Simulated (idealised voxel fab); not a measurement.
Proc. module: voxel ribs on slabs
For reference, the cross-section in this document is cut, with width 290 nm and square cells of 5 nm.
A cross-section is written here as square cells arranged in a grid, and it is given in bands from the top down, each band taking up one or more rows of cells. This entry defines a band. It first specifies the height of the band's top and the height of its bottom in nm, and then specifies the band's materials from left to right, stating each material with its width in nm. The word "all across" identifies a single material that fills the band from edge to edge, while the word "blank" identifies empty space. Zero point of the height axis is 0; under it, received wafer = one material. Lowest band: continues down indefinitely, "0..down". With a width like "30 to 40", each row of cells in the band differs from the next by the same amount, the top row carrying the first number and the bottom row the second. No cell of the cross-section changed in a step that is given as "no change". Entry "Closed void register" = empty spaces >= 8 cells with no open way to the top; each as width x height at distance, distance from left edge, all nm. Step line, after settings: the simulator's comment on this step. Among the settings permitted on a step's line is "overlay nm"; applied to a step with a mask, it specifies the extent to which the mask lay to the right of its planned position, whereas a negative figure signifies a position to the left.
**These are the steps we planned for the process**
| 1 | RECEIVE, material Si |
| 2 | DIRECTIONAL_DEP, material SiO2, thk nm 20 |
| 3 | DIRECTIONAL_DEP, material polySi, thk nm 15 |
| 4 | MASKED_ETCH, tone cover, mask id RIB, width nm 20, etch materials polySi, depth nm 10, overlay nm 0 |
| 5 | MASKED_ETCH, tone cover, mask id SLAB, width nm 60, etch materials polySi, depth nm 5, overlay nm 0 |
| 6 | FILL_DEP, material SiO2, thk nm 25 |
| 7 | CMP, height nm 55 |
| 8 | DIRECTIONAL_DEP, material TiN, thk nm 10 |
| 9 | DIRECTIONAL_DEP, material aC, thk nm 15 |
| 10 | PATTERN, tone cover, mask id HEATER, material resist, width nm 30, thk nm 30, overlay nm 0 |
| 11 | DIRECTIONAL_ETCH, etch materials aC, depth nm 15 |
| 12 | STRIP, etch materials resist |
| 13 | DIRECTIONAL_ETCH, etch materials TiN, depth nm 10 |
| 14 | STRIP, etch materials aC |
| 15 | CONFORMAL_DEP, material SiO2, thk nm 5 |
**The first of the two wafers, which ran as planned**
**Incoming wafer, cross-sectional view, post step 1**
- 0..down = Si all across
- Closed void register: none
**You're looking at a cross-section of the wafer after step 2**
- 20..0 = SiO2 all across
- Below 0, the layers are the same as they were.
**You're looking at a cross-section of the wafer after step 3**
- 35..20 = polySi all across
- Below 20, the layers are the same as they were.
**You're looking at a cross-section of the wafer after step 4**
- 35..25 = blank 135, polySi 20, blank 135
- Below 25, the layers are the same as they were.
**You're looking at a cross-section of the wafer after step 5**
- 35..25 = blank 135, polySi 20, blank 135
- 25..20 = blank 115, polySi 60, blank 115
- Below 20, the layers are the same as they were.
**You're looking at a cross-section of the wafer after step 6**
- 60..35 = SiO2 all across
- 35..25 = SiO2 135, polySi 20, SiO2 135
- 25..20 = SiO2 115, polySi 60, SiO2 115
- Below 20, the layers are the same as they were.
**You're looking at a cross-section of the wafer after step 7**
- 55..35 = SiO2 all across
- Below 35, the layers are the same as they were.
**You're looking at a cross-section of the wafer after step 8**
- 65..55 = TiN all across
- Below 55, the layers are the same as they were.
**You're looking at a cross-section of the wafer after step 9**
- 80..65 = aC all across
- Below 65, the layers are the same as they were.
**You're looking at a cross-section of the wafer after step 10**
- 110..80 = blank 130, resist 30, blank 130
- Below 80, the layers are the same as they were.
**You're looking at a cross-section of the wafer after step 11**
- 95..80 = blank 130, resist 30, blank 130
- 80..65 = blank 130, aC 30, blank 130
- Below 65, the layers are the same as they were.
**You're looking at a cross-section of the wafer after step 12**
- 80..65 = blank 130, aC 30, blank 130
- Below 65, the layers are the same as they were.
**You're looking at a cross-section of the wafer after step 13**
- 80..65 = blank 130, aC 30, blank 130
- 65..55 = blank 130, TiN 30, blank 130
- Below 55, the layers are the same as they were.
**You're looking at a cross-section of the wafer after step 14**
- 65..55 = blank 130, TiN 30, blank 130
- Below 55, the layers are the same as they were.
**You're looking at a cross-section of the wafer after step 15**
- 70..65 = blank 125, SiO2 40, blank 125
- 65..60 = blank 125, SiO2 5, TiN 30, SiO2 5, blank 125
- 60..55 = SiO2 130, TiN 30, SiO2 130
- Below 55, the layers are the same as they were.
**Second of two: same start, same plan, one run error; steps up to and including 9 match the first**
**when step 10 should have ended**
- 110..80 = blank 135, resist 30, blank 125
- Below 80, the layers are the same as they were.
**when step 11 should have ended**
- 95..80 = blank 135, resist 30, blank 125
- 80..65 = blank 135, aC 30, blank 125
- Below 65, the layers are the same as they were.
**when step 12 should have ended**
- 80..65 = blank 135, aC 30, blank 125
- Below 65, the layers are the same as they were.
**when step 13 should have ended**
- 80..65 = blank 135, aC 30, blank 125
- 65..55 = blank 135, TiN 30, blank 125
- Below 55, the layers are the same as they were.
**when step 14 should have ended**
- 65..55 = blank 135, TiN 30, blank 125
- Below 55, the layers are the same as they were.
**when step 15 should have ended**
- 70..65 = blank 130, SiO2 40, blank 120
- 65..60 = blank 130, SiO2 5, TiN 30, SiO2 5, blank 120
- 60..55 = SiO2 135, TiN 30, SiO2 125
- Below 55, the layers are the same as they were.
what went wrong: step 10 went in with a setting other than planned; the actual run was PATTERN, tone cover, mask id HEATER, material resist, width nm 30, thk nm 30, overlay nm 5
By the end, you'd get the same cell count for each material on either wafer, but the second wafer puts them somewhere else.
